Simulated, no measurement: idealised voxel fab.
The name of this process module is voxel self aligned contacts.
It is cross-section cut that appears here, measuring 265 nm in width, its square cells being 5 nm in size.
A cross-section in this document is a grid of square cells, and it is written down as bands, the top band listed before the ones below it; a band is made up of one or more rows of cells.
Basically the band line says how high the top is and how high the bottom is, in nm, and then what's in it from left to right, every material with its width in nm. Empty space shows up as "empty", and if a single material carries "edge to edge" it runs the full band edge to edge.
Height reference: 0 = level under which incoming wafer is all one material. Lowest band: no bottom, runs on downward, e.g. "z 0 and below".
Width spec "30->40" -> top row of cells at first value, bottom row at second value, equal per-row change in between.
Key: "same as before" - step with no changed cell in the cross-section.
If an empty space has no open way to the top and is at least 8 cells in size, "Enclosed internal voids" lists it, written width x height at distance, where distance is measured from the left edge and every value is in nm.
Read whatever lies past the settings on a step's line as the simulator's own remark about the step.
overlay nm: where the mask lay relative to plan, measured to the right, on steps with a mask; negatives go left.
List of planned process steps
1. RECEIVE, material Si
2. OXIDIZE, depth nm 5
3. DIRECTIONAL_DEP, material polySi, thk nm 30
4. DIRECTIONAL_DEP, material SiN, thk nm 15
5. PATTERN, tone cover, mask id GATE, material resist, width nm 25, pitch nm 60, thk nm 20, overlay nm 0
6. DIRECTIONAL_ETCH, etch materials SiN, depth nm 15
7. DIRECTIONAL_ETCH, etch materials polySi, depth nm 30
8. STRIP, etch materials resist
9. CONFORMAL_DEP, material SiN, thk nm 5
10. DIRECTIONAL_ETCH, etch materials SiN, depth nm 5
11. FILL_DEP, material SiO2, thk nm 15
12. CMP, height nm 55
13. MASKED_ETCH, tone open, mask id CONTACT, width nm 45, pitch nm 60, etch materials SiO2, depth nm 60, overlay nm 0
14. CONFORMAL_DEP, material TiN, thk nm 5
15. FILL_DEP, material Ru, thk nm 5
16. CMP, height nm 55
17. CONFORMAL_DEP, material SiCN, thk nm 5
Wafer as received: cross-section following step 1
- z 0 and below: Si edge to edge
- Enclosed internal voids: none
Cross-sectional image of the first of two wafers at the end of the module, the run having proceeded as planned
- z 60 to 55: SiCN edge to edge
- z 55 to 45: 80 nm SiO2, then 5->15 nm TiN, then 35->15 nm Ru, then 5->15 nm TiN, then 15 nm SiO2, then 5->15 nm TiN, then 35->15 nm Ru, then 5->15 nm TiN, then 80 nm SiO2
- z 45 to 30: 55 nm SiO2, then 35 nm SiN, then 5 nm TiN, then 15 nm Ru, then 5 nm TiN, then 35 nm SiN, then 5 nm TiN, then 15 nm Ru, then 5 nm TiN, then 35 nm SiN, then 55 nm SiO2
- z 30 to 0: 55 nm SiO2, then 5 nm SiN, then 25 nm polySi, then 5 nm SiN, then 5 nm TiN, then 15 nm Ru, then 5 nm TiN, then 5 nm SiN, then 25 nm polySi, then 5 nm SiN, then 5 nm TiN, then 15 nm Ru, then 5 nm TiN, then 5 nm SiN, then 25 nm polySi, then 5 nm SiN, then 55 nm SiO2
- z 0 to -5: 90 nm SiO2, then 25 nm TiN, then 35 nm SiO2, then 25 nm TiN, then 90 nm SiO2
- z -5 and below: Si edge to edge
- Enclosed internal voids: none
Cross-section, wafer two of two, end of module: same start and plan as wafer one, one error in execution
- z 60 to 55: SiCN edge to edge
- z 55 to 50: 55 nm SiO2, then 35 nm SiN, then 5 nm TiN, then 15 nm Ru, then 5 nm TiN, then 35 nm SiN, then 5 nm TiN, then 15 nm Ru, then 5 nm TiN, then 35 nm SiN, then 55 nm SiO2
- z 50 to 45: 55 nm SiO2, then 35 nm SiN, then 25 nm TiN, then 35 nm SiN, then 25 nm TiN, then 35 nm SiN, then 55 nm SiO2
- z 45 to 30: SiN edge to edge
- z 30 to 0: polySi edge to edge
- z 0 to -5: SiO2 edge to edge
- z -5 and below: Si edge to edge
- Enclosed internal voids: none
Short version of what went wrong: step 4 of the plan was twice carried out
Once processing is complete, comparing cell counts shows that the second wafer has more or fewer of certain materials than the first: Ru: 68 fewer; SiN: 102 more; SiO2: 214 fewer; TiN: 48 fewer; polySi: 228 more
